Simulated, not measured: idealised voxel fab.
This section sets out a process module, namely voxel released beams.
Cross-sectional view cut (width: 245 nm; square cell size: 5 nm).
In what follows, cross-sections appear as grids of square cells, described through bands that run from the top down, where every band is one or more rows of cells. Each band's line starts with the height of the band's top and of its bottom, in nm. Then come its materials from left to right, each with its width in nm. One material with "throughout" fills the band from edge to edge. "blank" is empty space. Ref level 0: as-received wafer is one material below here. Bottom band extends down with no lower bound ("0 nm and below"). A width given as "30->40" starts at the first number in the band's top row and ends at the second number in its bottom row, shifting by an equal amount at every step from row to row. Step marked "remains unaltered"? Then no cell in the cross-section changed in it. "Encapsulated voids" specifies each empty space that is not open to the top and that occupies no fewer than 8 cells, using the form width x height at distance, the distance measured from the left edge and all three quantities in nm. Anything after a step's settings on that line? It's the simulator's own note about the step. You can add "overlay nm" to a step's line. For a step with a mask, it describes how far the mask lay to the right of its planned position, and a negative number describes a lay to the left.
# Steps planned for the process
1 RECEIVE with material Si
2 CONFORMAL_DEP with material Al2O3, thk nm 5
3 DIRECTIONAL_DEP with material SiO2, thk nm 15
4 MASKED_ETCH with tone open, mask id ANCHOR, width nm 25, etch materials SiO2, depth nm 15, overlay nm 0
5 CONFORMAL_DEP with material polySi, thk nm 10
6 MASKED_ETCH with tone cover, mask id BEAM, width nm 70, etch materials polySi, depth nm 10, overlay nm 0
7 STRIP with etch materials SiO2
# First wafer out of two, processed as planned
# Cross-section of the wafer at receipt, which is the condition after step 1
- 0 nm and below = Si throughout
- Encapsulated voids: none
# Step 2 done - wafer cross-section
- 5 nm to 0 nm = Al2O3 throughout
- Unchanged below 0.
# Step 3 done - wafer cross-section
- 20 nm to 5 nm = SiO2 throughout
- Unchanged below 5.
# Step 4 done - wafer cross-section
- 20 nm to 5 nm = SiO2: 90; blank: 25; SiO2: 130
- Unchanged below 5.
# Step 5 done - wafer cross-section
- 30 nm to 20 nm = polySi: 100; blank: 5; polySi: 140
- 20 nm to 15 nm = SiO2: 90; polySi: 10; blank: 5; polySi: 10; SiO2: 130
- 15 nm to 5 nm = SiO2: 90; polySi: 25; SiO2: 130
- Unchanged below 5.
# Step 6 done - wafer cross-section
- 30 nm to 20 nm = blank: 85; polySi: 15; blank: 5; polySi: 50; blank: 90
- Unchanged below 20.
# Step 7 done - wafer cross-section
- 30 nm to 20 nm = blank: 85; polySi: 15; blank: 5; polySi: 50; blank: 90
- 20 nm to 15 nm = blank: 90; polySi: 10; blank: 5; polySi: 10; blank: 130
- 15 nm to 5 nm = blank: 90; polySi: 25; blank: 130
- Unchanged below 5.
# The second wafer: identical to the first at the outset and in its planned sequence, differing only in that one mistake was made during processing; up to and including step 1, its path is the first wafer's path
# Second wafer, cut view, end of step 2 per plan
- 15 nm to 0 nm = SiO2 throughout
- Unchanged below 0.
# Second wafer, cut view, end of step 3 per plan
- 20 nm to 15 nm = Al2O3 throughout
- Unchanged below 15.
Second wafer, cut view, end of step 4 per plan: remains unaltered
# Second wafer, cut view, end of step 5 per plan
- 30 nm to 20 nm = polySi throughout
- Unchanged below 20.
# Second wafer, cut view, end of step 6 per plan
- 30 nm to 20 nm = blank: 85; polySi: 70; blank: 90
- Unchanged below 20.
Second wafer, cut view, end of step 7 per plan: remains unaltered
Want to know what went wrong? the run placed steps 2 and 3 each in the position the plan gave to the other
Counted in cells at the end, the second wafer holds more or fewer of these materials than the first: +147 SiO2; -12 polySi
